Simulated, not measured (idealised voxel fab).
process module | voxel gate over fins
cross-section cut | 150 nm wide | cells 5 nm
A cross-section is a grid of square cells, given in bands from the top down. A band is one or more rows of cells.
Each band's line starts with the height of the band's top and of its bottom, in nm. Then come its materials from left to right, each with its width in nm. One material with "throughout" fills the band from edge to edge. "air" is empty space.
Height 0 is the level under which the wafer as received is all one material. The lowest band goes on downwards, as in "0 down".
A width such as "30 to 40" changes by the same amount from each row of cells to the next, from the band's top row to its bottom row.
"no change" after a step means that no cell of the cross-section changed.
closed voids: empty space of 8 cells or more with no open way to the top, each as width x height at its distance from the left edge, in nm
after a step's settings: what the simulator itself notes on the step
overlay nm, on a step with a mask: how far to the right of its planned place the mask lay; to the left if negative
plan
1 op RECEIVE | material Si
2 op CONFORMAL_DEP | material SiN | thk nm 10
3 op PATTERN | tone cover | mask id FINS | material resist | width nm 15 | pitch nm 35 | thk nm 15 | overlay nm 0
4 op DIRECTIONAL_ETCH | etch materials SiN | depth nm 10
5 op DIRECTIONAL_ETCH | etch materials Si | depth nm 30
6 op STRIP | etch materials resist
7 op OXIDIZE | depth nm 5
8 op FILL_DEP | material SiO2 | thk nm 10
9 op CMP | height nm 10
10 op SELECTIVE_ETCH | etch materials SiO2 | depth nm 20
11 op STRIP | etch materials SiN
12 op CONFORMAL_DEP | material HfO2 | thk nm 5
13 op CONFORMAL_DEP | material TiN | thk nm 5
14 op CONFORMAL_DEP | material TiAl | thk nm 5
15 op CONFORMAL_DEP | material TiN | thk nm 5
16 op FILL_DEP | material W | thk nm 10
17 op CMP | height nm 25
18 op CONFORMAL_DEP | material SiN | thk nm 5
as received, after step 1
  0 down: Si throughout
  closed voids: none
first wafer at the end, as planned
  30 to 25: SiN throughout
  25 to 20: W throughout
  20 to 15: W 15 | TiN 115 | W 20
  15 to 10: W 15 | TiN 5 | TiAl 105 | TiN 5 | W 20
  10 to 5: TiN 20 | TiAl 5 | TiN 25 | TiAl 10 | TiN 25 | TiAl 10 | TiN 25 | TiAl 5 | TiN 25
  5 to 0: TiAl 25 | TiN 5 | HfO2 15 | TiN 5 | TiAl 10 | TiN 5 | HfO2 15 | TiN 5 | TiAl 10 | TiN 5 | HfO2 15 | TiN 5 | TiAl 30
  0 to -5: TiN 30 | HfO2 5 | Si 5 | HfO2 5 | TiN 20 | HfO2 5 | Si 5 | HfO2 5 | TiN 20 | HfO2 5 | Si 5 | HfO2 5 | TiN 35
  -5 to -10: HfO2 35 | Si 5 | HfO2 30 | Si 5 | HfO2 30 | Si 5 | HfO2 40
  -10 to -35: SiO2 35 | Si 5 | SiO2 30 | Si 5 | SiO2 30 | Si 5 | SiO2 40
  -35 down: Si throughout
  closed voids: none
second wafer at the end: like start, like plan, one mistake
  30 to 25: SiN throughout
  25 to 20: W throughout
  20 to 15: W 15 | TiN 115 | W 20
  15 to 10: W 15 | TiN 5 | TiAl 105 | TiN 5 | W 20
  10 to 5: W 15 | TiN 5 | TiAl 5 | TiN 25 | TiAl 10 | TiN 25 | TiAl 10 | TiN 25 | TiAl 5 | TiN 5 | W 20
  5 to 0: W 15 | TiN 5 | TiAl 5 | TiN 5 | HfO2 15 | TiN 5 | TiAl 10 | TiN 5 | HfO2 15 | TiN 5 | TiAl 10 | TiN 5 | HfO2 15 | TiN 5 | TiAl 5 | TiN 5 | W 20
  0 to -10: W 15 | TiN 5 | TiAl 5 | TiN 5 | HfO2 5 | Si 5 | HfO2 5 | TiN 5 | TiAl 10 | TiN 5 | HfO2 5 | Si 5 | HfO2 5 | TiN 5 | TiAl 10 | TiN 5 | HfO2 5 | Si 5 | HfO2 5 | TiN 5 | TiAl 5 | TiN 5 | W 20
  -10 to -15: TiN 20 | TiAl 5 | TiN 5 | HfO2 5 | Si 5 | HfO2 5 | TiN 5 | TiAl 10 | TiN 5 | HfO2 5 | Si 5 | HfO2 5 | TiN 5 | TiAl 10 | TiN 5 | HfO2 5 | Si 5 | HfO2 5 | TiN 5 | TiAl 5 | TiN 25
  -15 to -20: TiAl 25 | TiN 5 | HfO2 5 | Si 5 | HfO2 5 | TiN 5 | TiAl 10 | TiN 5 | HfO2 5 | Si 5 | HfO2 5 | TiN 5 | TiAl 10 | TiN 5 | HfO2 5 | Si 5 | HfO2 5 | TiN 5 | TiAl 30
  -20 to -25: TiN 30 | HfO2 5 | Si 5 | HfO2 5 | TiN 20 | HfO2 5 | Si 5 | HfO2 5 | TiN 20 | HfO2 5 | Si 5 | HfO2 5 | TiN 35
  -25 to -30: HfO2 35 | Si 5 | HfO2 30 | Si 5 | HfO2 30 | Si 5 | HfO2 40
  -30 to -35: SiO2 35 | Si 5 | SiO2 30 | Si 5 | SiO2 30 | Si 5 | SiO2 40
  -35 down: Si throughout
  closed voids: none
what went wrong: step 10 was run twice
at the end the second wafer has, in cells: 24 more of HfO2 | 108 fewer of SiO2 | 24 more of TiAl | 32 more of TiN | 28 more of W
